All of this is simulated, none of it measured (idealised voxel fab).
Herein follows the process module entitled voxel self aligned vias.
cross-section cut | 150 nm wide | cells 5 nm
Cross-section, as written here: a square-cell grid given band by band from the top down, where a band holds one or more rows of cells.
Top height, bottom height, nm. Materials left to right, width each, nm. Single material + "everywhere" = fills band edge to edge. "blank" = empty.
Ref level 0: as-received wafer is one material below here. Bottom band extends down with no lower bound ("top 0, no bottom").
Width spec "30->40" -> top row of cells at first value, bottom row at second value, equal per-row change in between.
The designation "remains unaltered", where it is given for a processing step, indicates that no cell of the cross-section was altered in the course of that step.
"Sealed void inventory" lists enclosed empty spaces (at least 8 cells, no open path upward to the top), each as width x height at distance from the left edge, in nm.
On a step's line, text after the settings is the simulator commenting on that step.
overlay nm: step with mask; distance mask lay right of planned place; negative value = left of planned place.
Set out below are the planned steps of the process
| 1 | RECEIVE | material Si |
| 2 | CONFORMAL_DEP | material SiO2 | thk nm 15 |
| 3 | CONFORMAL_DEP | material SiCN | thk nm 5 |
| 4 | DIRECTIONAL_DEP | material SiO2 | thk nm 30 |
| 5 | PATTERN | tone open | mask id LINES | material resist | width nm 25 | pitch nm 65 | thk nm 15 | overlay nm 0 |
| 6 | DIRECTIONAL_ETCH | etch materials SiO2 | depth nm 20 |
| 7 | STRIP | etch materials resist |
| 8 | CONFORMAL_DEP | material TiN | thk nm 5 |
| 9 | FILL_DEP | material W | thk nm 5 |
| 10 | CMP | height nm 50 |
| 11 | SELECTIVE_ETCH | etch materials W Ru TiN | depth nm 5 |
| 12 | FILL_DEP | material SiN | thk nm 10 |
| 13 | CMP | height nm 50 |
| 14 | DIRECTIONAL_DEP | material SiO2 | thk nm 15 |
| 15 | DIRECTIONAL_DEP | material aC | thk nm 10 |
| 16 | PATTERN | tone open | mask id VIAS | material resist | width nm 45 | thk nm 30 | overlay nm 0 |
| 17 | DIRECTIONAL_ETCH | etch materials aC | depth nm 10 |
| 18 | STRIP | etch materials resist |
| 19 | DIRECTIONAL_ETCH | etch materials SiO2 | depth nm 15 |
| 20 | DIRECTIONAL_ETCH | etch materials SiN | depth nm 5 |
| 21 | STRIP | etch materials aC |
| 22 | CONFORMAL_DEP | material TiN | thk nm 5 |
| 23 | FILL_DEP | material Cu | thk nm 5 |
| 24 | CMP | height nm 65 |
| 25 | CONFORMAL_DEP | material SiN | thk nm 5 |
The plan's step 6 depth nm is the first wafer's value; the wafers differ in this setting and start identical.
Cross-section of the first of several wafers on receipt, reflecting completion of step 1
* top 0, no bottom: Si everywhere
* Sealed void inventory: none
Below: a row per wafer. Contents at end of module: for every material, cells gained since receipt (+) or lost since receipt (-); then closed voids
depth nm 20 | +17 Cu | +30 SiCN | +35 SiN | +293 SiO2 | +33 TiN | +12 W | Sealed void inventory: none
depth nm 25 | +17 Cu | +30 SiCN | +35 SiN | +283 SiO2 | +37 TiN | +18 W | Sealed void inventory: none
depth nm 30 | +17 Cu | +30 SiCN | +35 SiN | +273 SiO2 | +41 TiN | +24 W | Sealed void inventory: none
depth nm 35 | +17 Cu | +30 SiCN | +35 SiN | +273 SiO2 | +41 TiN | +24 W | Sealed void inventory: none
depth nm 40 | +17 Cu | +30 SiCN | +35 SiN | +273 SiO2 | +41 TiN | +24 W | Sealed void inventory: none
depth nm 45 | +17 Cu | +30 SiCN | +35 SiN | +273 SiO2 | +41 TiN | +24 W | Sealed void inventory: none
